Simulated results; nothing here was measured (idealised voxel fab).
Title: Process Module voxel gate over fins
240 nm wide, 5 nm square cells: that's cross-section cut.
For the purposes of this document, a cross-section shall be understood as a grid of square cells, specified as bands listed in top-to-bottom order, each band consisting of one or more rows of cells.
Top, bottom (nm), then materials left to right with widths (nm); lone material tagged "full width" fills the whole band edge to edge; "air" = empty space.
A quick word on heights: they are counted from 0, and under that level the wafer as it came to us is one material throughout. The lowest band is different from the rest in having no bottom; it simply continues downward, written as in "0 down".
The notation "30->40" denotes a width that varies across the rows of cells in the band, beginning at the first number in the top row, finishing at the second number in the bottom row, and changing by an identical amount from each row to the next.
Basically "remains unaltered" means that step didn't change any cell in the cross-section.
"Enclosed internal voids" enumerates empty spaces isolated from the top, with no open way to it, that contain at least 8 cells, giving each as width x height at distance from the left edge, all three in nm.
The remark found on a step's line after its settings is issued by the simulator itself and pertains to that step.
overlay nm: for a step with a mask, the amount by which the mask lay right of where it was planned; a negative amount means left of it.

Intended process steps:
step 1: RECEIVE (material Si)
step 2: CONFORMAL_DEP (material SiN; thk nm 5)
step 3: DIRECTIONAL_DEP (material aC; thk nm 15)
step 4: PATTERN (tone cover; mask id FINS; material resist; width nm 15; pitch nm 50; thk nm 35; overlay nm 0)
step 5: DIRECTIONAL_ETCH (etch materials aC; depth nm 15)
step 6: STRIP (etch materials resist)
step 7: DIRECTIONAL_ETCH (etch materials SiN; depth nm 5)
step 8: DIRECTIONAL_ETCH (etch materials Si; depth nm 35)
step 9: STRIP (etch materials aC)
step 10: OXIDIZE (depth nm 5)
step 11: FILL_DEP (material SiO2; thk nm 15)
step 12: CMP (height nm 5)
step 13: MASKED_ETCH (tone open; mask id RAIL; width nm 15; etch materials SiO2; depth nm 35; overlay nm 0)
step 14: CONFORMAL_DEP (material TiN; thk nm 5)
step 15: FILL_DEP (material W; thk nm 5)
step 16: CMP (height nm 5)
step 17: SELECTIVE_ETCH (etch materials W Ru TiN; depth nm 20)
step 18: FILL_DEP (material SiO2; thk nm 5)
step 19: CMP (height nm 5)
step 20: SELECTIVE_ETCH (etch materials SiO2; depth nm 15)
step 21: STRIP (etch materials SiN)
step 22: CONFORMAL_DEP (material HfO2; thk nm 5)
step 23: CONFORMAL_DEP (material TiN; thk nm 5)
step 24: CONFORMAL_DEP (material TiAl; thk nm 5)
step 25: CONFORMAL_DEP (material TiN; thk nm 5)
step 26: FILL_DEP (material W; thk nm 15)
step 27: CMP (height nm 30)
step 28: CONFORMAL_DEP (material SiCN; thk nm 5)

Cross-section of the wafer at receipt, which is the condition after step 1:
	0 down  Si full width
	Enclosed internal voids: none

Below is the wafer in cross-section after the module was completed. It began from the starting point shown above and followed the plan shown above, except that one mistake was made while running it:
	35 to 30  SiCN full width
	30 to 25  W: 60 | TiN: 115 | W: 65
	25 to 20  W: 60 | TiN: 5 | TiAl: 105 | TiN: 5 | W: 65
	20 to 15  TiN: 65 | TiAl: 105 | TiN: 70
	15 to 10  TiAl full width
	10 to 5  TiAl: 80 | TiN: 25 | TiAl: 25 | TiN: 25 | TiAl: 85
	5 to 0  TiAl: 80 | TiN: 5 | HfO2: 15 | TiN: 5 | TiAl: 25 | TiN: 5 | HfO2: 15 | TiN: 5 | TiAl: 85
	0 to -5  TiN: 85 | HfO2: 5 | Si: 5 | HfO2: 5 | TiN: 35 | HfO2: 5 | Si: 5 | HfO2: 5 | TiN: 90
	-5 to -10  HfO2: 90 | Si: 5 | HfO2: 45 | Si: 5 | HfO2: 95
	-10 to -15  SiO2: 90 | Si: 5 | SiO2: 45 | Si: 5 | SiO2: 95
	-15 to -25  SiO2: 90 | Si: 5 | SiO2: 15 | TiN: 5 | W: 5 | TiN: 5 | SiO2: 15 | Si: 5 | SiO2: 95
	-25 to -30  SiO2: 90 | Si: 5 | SiO2: 15 | TiN: 15 | SiO2: 15 | Si: 5 | SiO2: 95
	-30 to -40  SiO2: 90 | Si: 5 | SiO2: 45 | Si: 5 | SiO2: 95
	-40 down  Si full width
	Enclosed internal voids: none
Against the plan, the run slipped here: step 24 was processed under conditions differing from the plan, specifically as CONFORMAL_DEP (material TiAl; thk nm 15)
